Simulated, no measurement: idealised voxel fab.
The following process module bears the name voxel tone inversion.
Shown is cross-section cut, with a width of 290 nm and square cells of size 5 nm.
If you're reading a cross-section in this doc, picture square cells in a grid; it comes to you as bands, top ones listed first down to the bottom, and a band can be one or more rows of cells.
Heights first: top, then bottom, in nm. Then materials, left to right, each with a width in nm. "throughout" on a single material: fills the band edge to edge. "empty": empty space.
Beneath 0, the wafer as received is one material, and that level is where height counting begins. The lowest band goes on downward without a bottom; it is written like "0 down".
So if you see something like "30 to 40" for the width, read it as the top row of the band sitting at the first number and the bottom row at the second, with every row in between moving by the same amount as the last.
Where the words "no change occurred" appear for a step, the cross-section shows no cell changed by that step; every cell remained as before.
Listed in "Enclosed void catalog": every empty space of 8 or more cells without an open way to the top. Form: width x height at distance, the distance being from the left edge, all in nm.
after a step's settings: what the simulator itself notes on the step
Among the settings permitted on a step's line is "overlay nm"; applied to a step with a mask, it specifies the extent to which the mask lay to the right of its planned position, whereas a negative figure signifies a position to the left.
INTENDED PROCESS STEPS
1) RECEIVE, material Si
2) CONFORMAL_DEP, material SiCN, thk nm 10
3) DIRECTIONAL_DEP, material polySi, thk nm 15
4) PATTERN, tone cover, mask id POSTS, material resist, width nm 20, pitch nm 50, thk nm 20, overlay nm 0
5) DIRECTIONAL_ETCH, etch materials polySi, depth nm 15
6) STRIP, etch materials resist
7) FILL_DEP, material lowk, thk nm 10
8) CMP, height nm 25
9) STRIP, etch materials polySi
10) CONFORMAL_DEP, material TiN, thk nm 5
11) FILL_DEP, material W, thk nm 10
12) CMP, height nm 25
13) CONFORMAL_DEP, material SiN, thk nm 5
FIRST OF TWO WAFERS - AS PLANNED
CROSS-SECTIONAL VIEW OF THE WAFER IN ITS AS-RECEIVED CONDITION, CORRESPONDING TO THE STATE AFTER STEP 1
- 0 down: Si throughout
- Enclosed void catalog: none
ONCE STEP 2 IS THROUGH, THE WAFER LOOKS LIKE THIS IN CROSS-SECTION
- 10 to 0: SiCN throughout
- Everything below 0 is unchanged.
ONCE STEP 3 IS THROUGH, THE WAFER LOOKS LIKE THIS IN CROSS-SECTION
- 25 to 10: polySi throughout
- Everything below 10 is unchanged.
ONCE STEP 4 IS THROUGH, THE WAFER LOOKS LIKE THIS IN CROSS-SECTION
- 45 to 25: 110 nm empty | 20 nm resist | 30 nm empty | 20 nm resist | 110 nm empty
- Everything below 25 is unchanged.
ONCE STEP 5 IS THROUGH, THE WAFER LOOKS LIKE THIS IN CROSS-SECTION
- 45 to 25: 110 nm empty | 20 nm resist | 30 nm empty | 20 nm resist | 110 nm empty
- 25 to 10: 110 nm empty | 20 nm polySi | 30 nm empty | 20 nm polySi | 110 nm empty
- Everything below 10 is unchanged.
ONCE STEP 6 IS THROUGH, THE WAFER LOOKS LIKE THIS IN CROSS-SECTION
- 25 to 10: 110 nm empty | 20 nm polySi | 30 nm empty | 20 nm polySi | 110 nm empty
- Everything below 10 is unchanged.
ONCE STEP 7 IS THROUGH, THE WAFER LOOKS LIKE THIS IN CROSS-SECTION
- 35 to 25: lowk throughout
- 25 to 10: 110 nm lowk | 20 nm polySi | 30 nm lowk | 20 nm polySi | 110 nm lowk
- Everything below 10 is unchanged.
ONCE STEP 8 IS THROUGH, THE WAFER LOOKS LIKE THIS IN CROSS-SECTION
- 25 to 10: 110 nm lowk | 20 nm polySi | 30 nm lowk | 20 nm polySi | 110 nm lowk
- Everything below 10 is unchanged.
ONCE STEP 9 IS THROUGH, THE WAFER LOOKS LIKE THIS IN CROSS-SECTION
- 25 to 10: 110 nm lowk | 20 nm empty | 30 nm lowk | 20 nm empty | 110 nm lowk
- Everything below 10 is unchanged.
ONCE STEP 10 IS THROUGH, THE WAFER LOOKS LIKE THIS IN CROSS-SECTION
- 30 to 25: 115 nm TiN | 10 nm empty | 40 nm TiN | 10 nm empty | 115 nm TiN
- 25 to 15: 110 nm lowk | 5 nm TiN | 10 nm empty | 5 nm TiN | 30 nm lowk | 5 nm TiN | 10 nm empty | 5 nm TiN | 110 nm lowk
- 15 to 10: 110 nm lowk | 20 nm TiN | 30 nm lowk | 20 nm TiN | 110 nm lowk
- Everything below 10 is unchanged.
ONCE STEP 11 IS THROUGH, THE WAFER LOOKS LIKE THIS IN CROSS-SECTION
- 40 to 30: W throughout
- 30 to 25: 115 nm TiN | 10 nm W | 40 nm TiN | 10 nm W | 115 nm TiN
- 25 to 15: 110 nm lowk | 5 nm TiN | 10 nm W | 5 nm TiN | 30 nm lowk | 5 nm TiN | 10 nm W | 5 nm TiN | 110 nm lowk
- Everything below 15 is unchanged.
ONCE STEP 12 IS THROUGH, THE WAFER LOOKS LIKE THIS IN CROSS-SECTION
- 25 to 15: 110 nm lowk | 5 nm TiN | 10 nm W | 5 nm TiN | 30 nm lowk | 5 nm TiN | 10 nm W | 5 nm TiN | 110 nm lowk
- Everything below 15 is unchanged.
ONCE STEP 13 IS THROUGH, THE WAFER LOOKS LIKE THIS IN CROSS-SECTION
- 30 to 25: SiN throughout
- Everything below 25 is unchanged.
WAFER TWO OF TWO - SAME STARTING POINT, SAME PROCESS PLAN, ONE MISTAKE IN EXECUTION; MATCHES WAFER ONE UP TO AND INCLUDING STEP 1
Second wafer: cross-section at the scheduled end of step 2: no change occurred
SECOND WAFER: CROSS-SECTION AT THE SCHEDULED END OF STEP 3
- 15 to 0: polySi throughout
- Everything below 0 is unchanged.
SECOND WAFER: CROSS-SECTION AT THE SCHEDULED END OF STEP 4
- 35 to 15: 110 nm empty | 20 nm resist | 30 nm empty | 20 nm resist | 110 nm empty
- Everything below 15 is unchanged.
SECOND WAFER: CROSS-SECTION AT THE SCHEDULED END OF STEP 5
- 35 to 15: 110 nm empty | 20 nm resist | 30 nm empty | 20 nm resist | 110 nm empty
- 15 to 0: 110 nm empty | 20 nm polySi | 30 nm empty | 20 nm polySi | 110 nm empty
- Everything below 0 is unchanged.
SECOND WAFER: CROSS-SECTION AT THE SCHEDULED END OF STEP 6
- 15 to 0: 110 nm empty | 20 nm polySi | 30 nm empty | 20 nm polySi | 110 nm empty
- Everything below 0 is unchanged.
SECOND WAFER: CROSS-SECTION AT THE SCHEDULED END OF STEP 7
- 25 to 15: lowk throughout
- 15 to 0: 110 nm lowk | 20 nm polySi | 30 nm lowk | 20 nm polySi | 110 nm lowk
- Everything below 0 is unchanged.
Second wafer: cross-section at the scheduled end of step 8: no change occurred
Second wafer: cross-section at the scheduled end of step 9: no change occurred
SECOND WAFER: CROSS-SECTION AT THE SCHEDULED END OF STEP 10
- 30 to 25: TiN throughout
- Everything below 25 is unchanged.
SECOND WAFER: CROSS-SECTION AT THE SCHEDULED END OF STEP 11
- 40 to 30: W throughout
- Everything below 30 is unchanged.
SECOND WAFER: CROSS-SECTION AT THE SCHEDULED END OF STEP 12
- 25 to 15: lowk throughout
- Everything below 15 is unchanged.
SECOND WAFER: CROSS-SECTION AT THE SCHEDULED END OF STEP 13
- 30 to 25: SiN throughout
- Everything below 25 is unchanged.
Nonconformance to the process plan: plan step 2 never ran because it was skipped
End check, counted in cells, second wafer has more or fewer of these materials than the first: SiCN -116 | TiN -16 | W -8 | lowk +116 | polySi +24
